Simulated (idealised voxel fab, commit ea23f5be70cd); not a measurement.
Process module under the name voxel fin reveal
The cross-section shown here is cut; it is 165 nm wide and divided into square cells measuring 5 nm on a side.
Cross-section layout: square cells on a grid; listed as bands, top to bottom; a band spans one or more cell rows. Top, bottom (nm), then materials left to right with widths (nm); lone material tagged "everywhere" fills the whole band edge to edge; "blank" = empty space. Heights are measured from 0, the level below which the as-received wafer is all one material; the lowest band has no bottom and continues downward, written as in "top 0, no bottom". Width "30..40": first value at the band's top row of cells, second value at its bottom row, equal change from row to row. "no modifications" -> step changed no cross-section cell. "Closed void listing" contains a list of empty spaces, each no smaller than 8 cells and without an open way to the top, written in the form width x height at distance with the distance from the left edge and all three in nm. It should be noted that, on the line of a given step, the content following the step's settings is a remark produced by the simulator itself with respect to that step. "overlay nm" denotes, for a step that has a mask, the displacement of the mask to the right of its planned place, with negative values corresponding to the left.
SO HERE'S THE LINEUP OF PROCESS STEPS WE PLANNED
1 RECEIVE (material Si)
2 CONFORMAL_DEP (material SiN; thk nm 10)
3 PATTERN (tone cover; mask id FINS; material resist; width nm 15; pitch nm 35; thk nm 20; overlay nm 0)
4 DIRECTIONAL_ETCH (etch materials SiN; depth nm 10)
5 DIRECTIONAL_ETCH (etch materials Si; depth nm 30)
6 STRIP (etch materials resist)
7 FILL_DEP (material SiO2; thk nm 10)
8 CMP (height nm 10)
9 SELECTIVE_ETCH (etch materials SiO2; depth nm 25)
10 STRIP (etch materials SiN)
FIRST OF TWO WAFERS, WITH THE RUN CARRIED OUT AS PLANNED
THE CROSS-SECTION HERE SHOWS THE WAFER AS RECEIVED, I.E. IN ITS STATE AFTER STEP 1
    top 0, no bottom | Si everywhere
    Closed void listing: none
CROSS-SECTION OF THE WAFER SUBSEQUENT TO STEP 2
    top 10, bottom 0 | SiN everywhere
    Nothing below the height 0 has changed.
CROSS-SECTION OF THE WAFER SUBSEQUENT TO STEP 3
    top 30, bottom 10 | blank=55  resist=15  blank=20  resist=15  blank=60
    Nothing below the height 10 has changed.
CROSS-SECTION OF THE WAFER SUBSEQUENT TO STEP 4
    top 30, bottom 10 | blank=55  resist=15  blank=20  resist=15  blank=60
    top 10, bottom 0 | blank=55  SiN=15  blank=20  SiN=15  blank=60
    Nothing below the height 0 has changed.
CROSS-SECTION OF THE WAFER SUBSEQUENT TO STEP 5
    top 30, bottom 10 | blank=55  resist=15  blank=20  resist=15  blank=60
    top 10, bottom 0 | blank=55  SiN=15  blank=20  SiN=15  blank=60
    top 0, bottom -30 | blank=55  Si=15  blank=20  Si=15  blank=60
    Nothing below the height -30 has changed.
CROSS-SECTION OF THE WAFER SUBSEQUENT TO STEP 6
    top 10, bottom 0 | blank=55  SiN=15  blank=20  SiN=15  blank=60
    Nothing below the height 0 has changed.
CROSS-SECTION OF THE WAFER SUBSEQUENT TO STEP 7
    top 20, bottom 10 | SiO2 everywhere
    top 10, bottom 0 | SiO2=55  SiN=15  SiO2=20  SiN=15  SiO2=60
    top 0, bottom -30 | SiO2=55  Si=15  SiO2=20  Si=15  SiO2=60
    Nothing below the height -30 has changed.
CROSS-SECTION OF THE WAFER SUBSEQUENT TO STEP 8
    top 10, bottom 0 | SiO2=55  SiN=15  SiO2=20  SiN=15  SiO2=60
    Nothing below the height 0 has changed.
CROSS-SECTION OF THE WAFER SUBSEQUENT TO STEP 9
    top 10, bottom 0 | blank=55  SiN=15  blank=20  SiN=15  blank=60
    top 0, bottom -15 | blank=55  Si=15  blank=20  Si=15  blank=60
    Nothing below the height -15 has changed.
CROSS-SECTION OF THE WAFER SUBSEQUENT TO STEP 10
    top 0, bottom -15 | blank=55  Si=15  blank=20  Si=15  blank=60
    Nothing below the height -15 has changed.
THE SECOND WAFER WAS PREPARED FROM THE SAME STARTING POINT AND UNDER THE SAME PLAN AS THE FIRST; ITS PROCESSING CONTAINED ONE MISTAKE, AND IT REMAINS INDISTINGUISHABLE FROM THE FIRST WAFER UP TO AND INCLUDING STEP 2
SECOND WAFER: CROSS-SECTION AT THE SCHEDULED END OF STEP 3
    top 30, bottom 10 | blank=55  resist=20  blank=15  resist=20  blank=55
    Nothing below the height 10 has changed.
SECOND WAFER: CROSS-SECTION AT THE SCHEDULED END OF STEP 4
    top 30, bottom 10 | blank=55  resist=20  blank=15  resist=20  blank=55
    top 10, bottom 0 | blank=55  SiN=20  blank=15  SiN=20  blank=55
    Nothing below the height 0 has changed.
SECOND WAFER: CROSS-SECTION AT THE SCHEDULED END OF STEP 5
    top 30, bottom 10 | blank=55  resist=20  blank=15  resist=20  blank=55
    top 10, bottom 0 | blank=55  SiN=20  blank=15  SiN=20  blank=55
    top 0, bottom -30 | blank=55  Si=20  blank=15  Si=20  blank=55
    Nothing below the height -30 has changed.
SECOND WAFER: CROSS-SECTION AT THE SCHEDULED END OF STEP 6
    top 10, bottom 0 | blank=55  SiN=20  blank=15  SiN=20  blank=55
    Nothing below the height 0 has changed.
SECOND WAFER: CROSS-SECTION AT THE SCHEDULED END OF STEP 7
    top 20, bottom 10 | SiO2 everywhere
    top 10, bottom 0 | SiO2=55  SiN=20  SiO2=15  SiN=20  SiO2=55
    top 0, bottom -30 | SiO2=55  Si=20  SiO2=15  Si=20  SiO2=55
    Nothing below the height -30 has changed.
SECOND WAFER: CROSS-SECTION AT THE SCHEDULED END OF STEP 8
    top 10, bottom 0 | SiO2=55  SiN=20  SiO2=15  SiN=20  SiO2=55
    Nothing below the height 0 has changed.
SECOND WAFER: CROSS-SECTION AT THE SCHEDULED END OF STEP 9
    top 10, bottom 0 | blank=55  SiN=20  blank=15  SiN=20  blank=55
    top 0, bottom -15 | blank=55  Si=20  blank=15  Si=20  blank=55
    Nothing below the height -15 has changed.
SECOND WAFER: CROSS-SECTION AT THE SCHEDULED END OF STEP 10
    top 0, bottom -15 | blank=55  Si=20  blank=15  Si=20  blank=55
    Nothing below the height -15 has changed.
So what did we get wrong on this run? step 3 deviated from plan and actually ran as PATTERN (tone cover; mask id FINS; material resist; width nm 20; pitch nm 35; thk nm 20; overlay nm 0)
FYI, end of process, the second wafer has more or fewer cells of some materials than the first: Si +12; SiO2 -6
